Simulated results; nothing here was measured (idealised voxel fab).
process module | voxel self aligned vias
cross-section cut | 180 nm wide | cells 5 nm
A cross-section is a grid of square cells, given in bands from the top down. A band is one or more rows of cells.
Each band's line starts with the height of the band's top and of its bottom, in nm. Then come its materials from left to right, each with its width in nm. One material with "throughout" fills the band from edge to edge. "air" is empty space.
Height 0 is the level under which the wafer as received is all one material. The lowest band goes on downwards, as in "0 down".
A width such as "30 to 40" changes by the same amount from each row of cells to the next, from the band's top row to its bottom row.
"no change" after a step means that no cell of the cross-section changed.
closed voids: empty space of 8 cells or more with no open way to the top, each as width x height at its distance from the left edge, in nm
after a step's settings: what the simulator itself notes on the step
overlay nm, on a step with a mask: how far to the right of its planned place the mask lay; to the left if negative
plan
1 op RECEIVE | material Si
2 op CONFORMAL_DEP | material SiO2 | thk nm 10
3 op CONFORMAL_DEP | material SiCN | thk nm 5
4 op DIRECTIONAL_DEP | material SiO2 | thk nm 20
5 op MASKED_ETCH | tone open | mask id LINES | width nm 25 | pitch nm 70 | etch materials SiO2 | depth nm 20 | overlay nm 0
6 op CONFORMAL_DEP | material TiN | thk nm 5
7 op FILL_DEP | material W | thk nm 10
8 op CMP | height nm 35
9 op SELECTIVE_ETCH | etch materials W Ru TiN | depth nm 5
10 op FILL_DEP | material SiN | thk nm 10
11 op CMP | height nm 35
12 op DIRECTIONAL_DEP | material SiO2 | thk nm 20
13 op PATTERN | tone open | mask id VIAS | material resist | width nm 45 | pitch nm 70 | thk nm 15 | overlay nm 0
14 op DIRECTIONAL_ETCH | etch materials SiO2 | depth nm 20
15 op DIRECTIONAL_ETCH | etch materials SiN | depth nm 5
16 op STRIP | etch materials resist
17 op CONFORMAL_DEP | material TiN | thk nm 5
18 op FILL_DEP | material Cu | thk nm 10
19 op CMP | height nm 55
20 op CONFORMAL_DEP | material SiN | thk nm 5
first wafer, as planned
as received, after step 1
  0 down: Si throughout
  closed voids: none
after step 2
  10 to 0: SiO2 throughout
  below 0: unchanged
after step 3
  15 to 10: SiCN throughout
  below 10: unchanged
after step 4
  35 to 15: SiO2 throughout
  below 15: unchanged
after step 5
  35 to 15: SiO2 40 | air 25 | SiO2 45 | air 25 | SiO2 45
  below 15: unchanged
after step 6
  40 to 35: TiN 45 | air 15 | TiN 55 | air 15 | TiN 50
  35 to 20: SiO2 40 | TiN 5 | air 15 | TiN 5 | SiO2 45 | TiN 5 | air 15 | TiN 5 | SiO2 45
  20 to 15: SiO2 40 | TiN 25 | SiO2 45 | TiN 25 | SiO2 45
  below 15: unchanged
after step 7
  50 to 40: W throughout
  40 to 35: TiN 45 | W 15 | TiN 55 | W 15 | TiN 50
  35 to 20: SiO2 40 | TiN 5 | W 15 | TiN 5 | SiO2 45 | TiN 5 | W 15 | TiN 5 | SiO2 45
  below 20: unchanged
after step 8
  35 to 20: SiO2 40 | TiN 5 | W 15 | TiN 5 | SiO2 45 | TiN 5 | W 15 | TiN 5 | SiO2 45
  below 20: unchanged
after step 9
  35 to 30: SiO2 40 | air 25 | SiO2 45 | air 25 | SiO2 45
  below 30: unchanged
after step 10
  45 to 35: SiN throughout
  35 to 30: SiO2 40 | SiN 25 | SiO2 45 | SiN 25 | SiO2 45
  below 30: unchanged
after step 11
  35 to 30: SiO2 40 | SiN 25 | SiO2 45 | SiN 25 | SiO2 45
  below 30: unchanged
after step 12
  55 to 35: SiO2 throughout
  below 35: unchanged
after step 13
  70 to 55: resist 30 | air 45 | resist 25 | air 45 | resist 35
  below 55: unchanged
after step 14
  70 to 55: resist 30 | air 45 | resist 25 | air 45 | resist 35
  55 to 35: SiO2 30 | air 45 | SiO2 25 | air 45 | SiO2 35
  below 35: unchanged
after step 15
  70 to 55: resist 30 | air 45 | resist 25 | air 45 | resist 35
  55 to 35: SiO2 30 | air 45 | SiO2 25 | air 45 | SiO2 35
  35 to 30: SiO2 40 | air 25 | SiO2 45 | air 25 | SiO2 45
  below 30: unchanged
after step 16
  55 to 35: SiO2 30 | air 45 | SiO2 25 | air 45 | SiO2 35
  below 35: unchanged
after step 17
  60 to 55: TiN 35 | air 35 | TiN 35 | air 35 | TiN 40
  55 to 40: SiO2 30 | TiN 5 | air 35 | TiN 5 | SiO2 25 | TiN 5 | air 35 | TiN 5 | SiO2 35
  40 to 35: SiO2 30 | TiN 15 | air 15 | TiN 15 | SiO2 25 | TiN 15 | air 15 | TiN 15 | SiO2 35
  35 to 30: SiO2 40 | TiN 25 | SiO2 45 | TiN 25 | SiO2 45
  below 30: unchanged
after step 18
  70 to 60: Cu throughout
  60 to 55: TiN 35 | Cu 35 | TiN 35 | Cu 35 | TiN 40
  55 to 40: SiO2 30 | TiN 5 | Cu 35 | TiN 5 | SiO2 25 | TiN 5 | Cu 35 | TiN 5 | SiO2 35
  40 to 35: SiO2 30 | TiN 15 | Cu 15 | TiN 15 | SiO2 25 | TiN 15 | Cu 15 | TiN 15 | SiO2 35
  below 35: unchanged
after step 19
  55 to 40: SiO2 30 | TiN 5 | Cu 35 | TiN 5 | SiO2 25 | TiN 5 | Cu 35 | TiN 5 | SiO2 35
  below 40: unchanged
after step 20
  60 to 55: SiN throughout
  below 55: unchanged
second wafer: like start, like plan, one mistake. Through step 2 it matches the first wafer
when step 3 should have ended
  30 to 0: SiO2 throughout
  below 0: unchanged
when step 4 should have ended
  35 to 30: SiCN throughout
  below 30: unchanged
when step 5 should have ended: no change
when step 6 should have ended
  40 to 35: TiN throughout
  below 35: unchanged
when step 7 should have ended
  50 to 40: W throughout
  below 40: unchanged
when step 8 should have ended
  35 to 30: SiCN throughout
  below 30: unchanged
when step 9 should have ended: no change
when step 10 should have ended
  45 to 35: SiN throughout
  below 35: unchanged
when step 11 should have ended
  35 to 30: SiCN throughout
  below 30: unchanged
when step 12 should have ended
  55 to 35: SiO2 throughout
  below 35: unchanged
when step 13 should have ended
  70 to 55: resist 30 | air 45 | resist 25 | air 45 | resist 35
  below 55: unchanged
when step 14 should have ended
  70 to 55: resist 30 | air 45 | resist 25 | air 45 | resist 35
  55 to 35: SiO2 30 | air 45 | SiO2 25 | air 45 | SiO2 35
  below 35: unchanged
when step 15 should have ended: no change
when step 16 should have ended
  55 to 35: SiO2 30 | air 45 | SiO2 25 | air 45 | SiO2 35
  below 35: unchanged
when step 17 should have ended
  60 to 55: TiN 35 | air 35 | TiN 35 | air 35 | TiN 40
  55 to 40: SiO2 30 | TiN 5 | air 35 | TiN 5 | SiO2 25 | TiN 5 | air 35 | TiN 5 | SiO2 35
  40 to 35: SiO2 30 | TiN 45 | SiO2 25 | TiN 45 | SiO2 35
  below 35: unchanged
when step 18 should have ended
  70 to 60: Cu throughout
  60 to 55: TiN 35 | Cu 35 | TiN 35 | Cu 35 | TiN 40
  55 to 40: SiO2 30 | TiN 5 | Cu 35 | TiN 5 | SiO2 25 | TiN 5 | Cu 35 | TiN 5 | SiO2 35
  below 40: unchanged
when step 19 should have ended
  55 to 40: SiO2 30 | TiN 5 | Cu 35 | TiN 5 | SiO2 25 | TiN 5 | Cu 35 | TiN 5 | SiO2 35
  below 40: unchanged
when step 20 should have ended
  60 to 55: SiN throughout
  below 55: unchanged
what went wrong: steps 3 and 4 were swapped
at the end the second wafer has, in cells: 6 fewer of Cu | 40 more of SiO2 | 22 fewer of TiN | 12 fewer of W
